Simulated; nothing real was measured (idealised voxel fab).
The following process module bears the name voxel self aligned contacts.
We display cut, a cross-section 250 nm in width whose square cells are each 5 nm.
Cross-section layout: square cells on a grid; listed as bands, top to bottom; a band spans one or more cell rows.
For a band, the entry starts with two heights in nm, that of the top and then that of the bottom, and carries on with the band's materials in order from left to right, each alongside its width in nm; the word "full width" beside a single material means it fills the band edge to edge, and "air" means empty space.
Measure heights from 0. That's the level where, below it, the as-received wafer is all one material. The lowest band is bottomless and extends downward; write it as in "from 0 down".
A two-number width, for instance "30->40", indicates that the width is equal to the first number in the top row of the band and to the second number in the bottom row, and that it changes by a constant amount per row of cells.
You'll sometimes find "no modifications" written for a step, and that's the way of saying that nowhere in the cross-section did a cell change during that step.
In the "Enclosed internal cavities" entry, you get each enclosed empty space of 8 cells or more, one with no open way to the top, written width x height at distance, distance from the left edge, in nm.
Step line, after settings: the simulator's comment on this step.
"overlay nm" answers the question of how far to the right of plan the mask lay on a step that has a mask, and when it is negative the answer is to the left.
## Steps planned for the process
step 1: RECEIVE | material Si
step 2: CONFORMAL_DEP | material SiO2 | thk nm 5
step 3: DIRECTIONAL_DEP | material polySi | thk nm 20
step 4: DIRECTIONAL_DEP | material SiN | thk nm 20
step 5: DIRECTIONAL_DEP | material aC | thk nm 15
step 6: PATTERN | tone cover | mask id GATE | material resist | width nm 35 | pitch nm 70 | thk nm 35 | overlay nm 0
step 7: DIRECTIONAL_ETCH | etch materials aC | depth nm 15
step 8: STRIP | etch materials resist
step 9: DIRECTIONAL_ETCH | etch materials SiN | depth nm 20
step 10: DIRECTIONAL_ETCH | etch materials polySi | depth nm 20
step 11: STRIP | etch materials aC
step 12: CONFORMAL_DEP | material SiN | thk nm 5
step 13: DIRECTIONAL_ETCH | etch materials SiN | depth nm 5
step 14: FILL_DEP | material SiO2 | thk nm 10
step 15: CMP | height nm 50
step 16: DIRECTIONAL_DEP | material aC | thk nm 15
step 17: PATTERN | tone open | mask id CONTACT | material resist | width nm 55 | thk nm 30 | overlay nm 0
step 18: DIRECTIONAL_ETCH | etch materials aC | depth nm 15
step 19: STRIP | etch materials resist
step 20: DIRECTIONAL_ETCH | etch materials SiO2 | depth nm 50
step 21: STRIP | etch materials aC
step 22: CONFORMAL_DEP | material TiN | thk nm 5
step 23: FILL_DEP | material W | thk nm 10
step 24: CMP | height nm 50
step 25: CONFORMAL_DEP | material SiCN | thk nm 5
## As-received state of the wafer in cross-section, equivalent to post-step 1
> from 0 down | Si full width
> Enclosed internal cavities: none
## The cross-section shown corresponds to the wafer at the conclusion of the module. The initial structure and the process plan are those presented above; however, one mistake occurred in executing the plan
> from 55 to 50 | SiCN full width
> from 50 to 35 | SiO2 65 | SiN 45 | TiN 5 | W 15 | TiN 5 | SiN 45 | SiO2 70
> from 35 to 15 | SiO2 65 | SiN 5 | polySi 35 | SiN 5 | TiN 5 | W 15 | TiN 5 | SiN 5 | polySi 35 | SiN 5 | SiO2 70
> from 15 to 5 | SiO2 110 | TiN 5 | W 15 | TiN 5 | SiO2 115
> from 5 to 0 | SiO2 110 | TiN 25 | SiO2 115
> from 0 down | Si full width
> Enclosed internal cavities: none
Misprocessing identified: step 2 did not use the planned setting and instead ran as CONFORMAL_DEP | material SiO2 | thk nm 15
